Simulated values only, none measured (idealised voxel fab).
You're looking at the process module voxel ribs on slabs.
Cross-section cut: width 225 nm, square cells of 5 nm.
Think of the cross-section as a grid of square cells. We describe it in bands, top to bottom, and each band covers one or more rows of those cells. Quick guide to a band line: top height, bottom height (nm) up front; then every material left to right with its width in nm. Only one material and it's marked "full width"? Then it fills the band edge to edge. And "blank" just means empty space. The level at which height equals 0 is the one under which the wafer, as it arrives, is entirely one material. No lower edge exists for the bottom band, which continues downward and is notated as in "0..down". The two numbers in a width such as "30 to 40" mark its ends across the band: the first belongs to the top row of cells, the second to the bottom row, and from each row to the next the width moves by the same amount. Step note "no alterations made" = no cross-section cell changed. Voids, enclosed: empty space of 8 cells or more with no open way to the top, each as width x height at its distance from the left edge, in nm. Post-settings text on a step line: simulator's own remark regarding the step. "overlay nm" on a masked step: distance the mask lay right of its planned place, negative for left.

THE PROCESS STEPS THAT WERE PLANNED ARE LISTED BELOW
1: RECEIVE, material Si
2: DIRECTIONAL_DEP, material SiO2, thk nm 20
3: DIRECTIONAL_DEP, material SiN, thk nm 25
4: PATTERN, tone cover, mask id RIB, material resist, width nm 15, thk nm 15, overlay nm 0
5: DIRECTIONAL_ETCH, etch materials SiN, depth nm 15
6: STRIP, etch materials resist
7: MASKED_ETCH, tone cover, mask id SLAB, width nm 65, etch materials SiN, depth nm 10, overlay nm 0
8: FILL_DEP, material SiO2, thk nm 25
9: CMP, height nm 65
10: DIRECTIONAL_DEP, material TiN, thk nm 10
11: MASKED_ETCH, tone cover, mask id HEATER, width nm 25, etch materials TiN, depth nm 10, overlay nm 0
12: CONFORMAL_DEP, material SiN, thk nm 10

AS-RECEIVED WAFER CROSS-SECTION (AFTER STEP 1)
- 0..down = Si full width
- Voids, enclosed: none

HERE'S THE WAFER CUT IN CROSS-SECTION AFTER THE MODULE, STARTED AND PLANNED JUST LIKE ABOVE, EXCEPT ONE THING WAS DONE WRONG IN THE RUN
- 85..75 = SiN (110), then blank (5), then SiN (110)
- 75..65 = TiN (100), then SiN (25), then TiN (100)
- 65..45 = SiO2 full width
- 45..30 = SiO2 (105), then SiN (15), then SiO2 (105)
- 30..20 = SiO2 (80), then SiN (65), then SiO2 (80)
- 20..0 = SiO2 full width
- 0..down = Si full width
- Voids, enclosed: none
Short version of what went wrong: rather than as planned, step 11 actually ran as MASKED_ETCH, tone open, mask id HEATER, width nm 25, etch materials TiN, depth nm 10, overlay nm 0
